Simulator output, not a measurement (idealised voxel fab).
This section sets out a process module, namely voxel tone inversion.
In the cross-section labelled cut, the width is 210 nm and each square cell is 5 nm.
A cross-section is written here as square cells arranged in a grid, and it is given in bands from the top down, each band taking up one or more rows of cells. A band entry consists of two parts. The first gives the height of the band's top and the height of its bottom, in nm. The rest lists the band's materials from left to right, each with its width in nm. A single material labelled with the word "everywhere" fills the band from edge to edge, and the word "empty" marks empty space. Heights are expressed relative to 0, this being the level below which the as-received wafer comprises one material exclusively. The lowest band is unbounded in the downward direction and is denoted as in "z 0 and below". The notation "30 to 40" denotes a width that varies across the rows of cells in the band, beginning at the first number in the top row, finishing at the second number in the bottom row, and changing by an identical amount from each row to the next. For the purposes of this document, the phrase "remained unchanged" attached to a step denotes that no cell within the cross-section was modified by that step. The entry titled "Closed internal cavities" provides the empty spaces that have no open way to the top, restricted to those of 8 cells or more. Each is presented as width x height at distance, the distance being measured from the left edge, with all three in nm. That trailing text on a step's line, after the settings, is the simulator's own remark on the step. On any step carrying a mask, the "overlay nm" setting, if present on the step's line, tells how far right of its planned place the mask lay; negative values point to the left.

-- Here's what the planned process steps look like
- 1: RECEIVE [material Si]
- 2: CONFORMAL_DEP [material SiCN] [thk nm 10]
- 3: DIRECTIONAL_DEP [material aC] [thk nm 15]
- 4: PATTERN [tone cover] [mask id POSTS] [material resist] [width nm 15] [pitch nm 30] [thk nm 25] [overlay nm 0]
- 5: DIRECTIONAL_ETCH [etch materials aC] [depth nm 15]
- 6: STRIP [etch materials resist]
- 7: FILL_DEP [material lowk] [thk nm 10]
- 8: CMP [height nm 25]
- 9: STRIP [etch materials aC]

-- first wafer, as planned

-- Here's what the wafer looked like in cross-section when it arrived - that's after step 1
	z 0 and below | Si everywhere
	Closed internal cavities: none

-- Cross-section: wafer state after step 2
	z 10 to 0 | SiCN everywhere
	Below 0, no change.

-- Cross-section: wafer state after step 3
	z 25 to 10 | aC everywhere
	Below 10, no change.

-- Cross-section: wafer state after step 4
	z 50 to 25 | 80 nm empty; 15 nm resist; 15 nm empty; 15 nm resist; 85 nm empty
	Below 25, no change.

-- Cross-section: wafer state after step 5
	z 35 to 25 | 80 nm empty; 15 nm resist; 15 nm empty; 15 nm resist; 85 nm empty
	z 25 to 10 | 80 nm empty; 15 nm aC; 15 nm empty; 15 nm aC; 85 nm empty
	Below 10, no change.

-- Cross-section: wafer state after step 6
	z 25 to 10 | 80 nm empty; 15 nm aC; 15 nm empty; 15 nm aC; 85 nm empty
	Below 10, no change.

-- Cross-section: wafer state after step 7
	z 35 to 25 | lowk everywhere
	z 25 to 10 | 80 nm lowk; 15 nm aC; 15 nm lowk; 15 nm aC; 85 nm lowk
	Below 10, no change.

-- Cross-section: wafer state after step 8
	z 25 to 10 | 80 nm lowk; 15 nm aC; 15 nm lowk; 15 nm aC; 85 nm lowk
	Below 10, no change.

-- Cross-section: wafer state after step 9
	z 25 to 10 | 80 nm lowk; 15 nm empty; 15 nm lowk; 15 nm empty; 85 nm lowk
	Below 10, no change.

-- Wafer two: like wafer one in start and plan, but with one mistake in execution; identical up to and including step 2

-- What the second wafer looks like in cross-section when step 3 should have wrapped up
	z 15 to 10 | aC everywhere
	Below 10, no change.

-- What the second wafer looks like in cross-section when step 4 should have wrapped up
	z 40 to 15 | 80 nm empty; 15 nm resist; 15 nm empty; 15 nm resist; 85 nm empty
	Below 15, no change.

-- What the second wafer looks like in cross-section when step 5 should have wrapped up
	z 25 to 15 | 80 nm empty; 15 nm resist; 15 nm empty; 15 nm resist; 85 nm empty
	z 15 to 10 | 80 nm empty; 15 nm aC; 15 nm empty; 15 nm aC; 85 nm empty
	Below 10, no change.

-- What the second wafer looks like in cross-section when step 6 should have wrapped up
	z 15 to 10 | 80 nm empty; 15 nm aC; 15 nm empty; 15 nm aC; 85 nm empty
	Below 10, no change.

-- What the second wafer looks like in cross-section when step 7 should have wrapped up
	z 25 to 15 | lowk everywhere
	z 15 to 10 | 80 nm lowk; 15 nm aC; 15 nm lowk; 15 nm aC; 85 nm lowk
	Below 10, no change.

What the second wafer looks like in cross-section when step 8 should have wrapped up: remained unchanged

What the second wafer looks like in cross-section when step 9 should have wrapped up: remained unchanged
Plan not followed: it should be noted that step 3 was executed with settings other than those planned, the operation and settings actually applied being DIRECTIONAL_DEP [material aC] [thk nm 5]
The second wafer ends with more or fewer cells of some materials than the first, per final count: +6 aC, +12 lowk
